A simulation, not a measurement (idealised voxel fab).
The following process module bears the name voxel double patterning.
The cross-section shown here is cut; it is 175 nm wide and divided into square cells measuring 5 nm on a side.
A cross-section is written here as square cells arranged in a grid, and it is given in bands from the top down, each band taking up one or more rows of cells. Each band's line starts with the height of the band's top and of its bottom, in nm. Then come its materials from left to right, each with its width in nm. One material with "throughout" fills the band from edge to edge. "air" is empty space. Heights are reckoned from 0. Under this level, the received wafer is all of one material. The bottommost band is open-ended downward, for example "0 and below". Note: "30->40" means the width goes from the first number (top row of the band) to the second number (bottom row) in equal steps per row of cells. No cell of the cross-section changed in a step that is given as "no change occurred". The list in "Closed void listing" covers empty spaces of 8 cells or more that cannot reach the top through any open way, and it gives each as width x height at distance; the distance is from the left edge, and width, height and distance are in nm. Whatever follows a step's settings on its line is a remark the simulator itself makes about that step. The line of a step may include "overlay nm". On a step with a mask, this value is how far to the right of its planned place the mask lay. A negative value means the mask lay to the left.
Here's what the planned process steps look like
1,RECEIVE | material Si
2,CONFORMAL_DEP | material SiN | thk nm 10
3,DIRECTIONAL_DEP | material SiO2 | thk nm 15
4,DIRECTIONAL_DEP | material SiCN | thk nm 5
5,MASKED_ETCH | tone open | mask id FIRST | width nm 15 | pitch nm 50 | etch materials SiCN | depth nm 5 | overlay nm 0
6,DIRECTIONAL_DEP | material aC | thk nm 15
7,PATTERN | tone open | mask id SECOND | material resist | width nm 15 | thk nm 35 | overlay nm 0
8,DIRECTIONAL_ETCH | etch materials aC | depth nm 15
9,STRIP | etch materials resist
10,DIRECTIONAL_ETCH | etch materials SiCN | depth nm 5
11,STRIP | etch materials aC
12,DIRECTIONAL_ETCH | etch materials SiO2 | depth nm 15
13,STRIP | etch materials SiCN
Incoming wafer in cross-section (state: after step 1)
* 0 and below: Si throughout
* Closed void listing: none
The following cross-section depicts the wafer upon conclusion of the module. Processing commenced from the starting condition illustrated above and adhered to the plan illustrated above, save for one mistake in execution
* 25 down to 10: 55 air / 15 SiO2 / 35 air / 15 SiO2 / 55 air
* 10 down to 0: SiN throughout
* 0 and below: Si throughout
* Closed void listing: none
Which mistake was made when the wafer was run? step 5 was processed under conditions differing from the plan, specifically as MASKED_ETCH | tone cover | mask id FIRST | width nm 15 | pitch nm 50 | etch materials SiCN | depth nm 5 | overlay nm 0
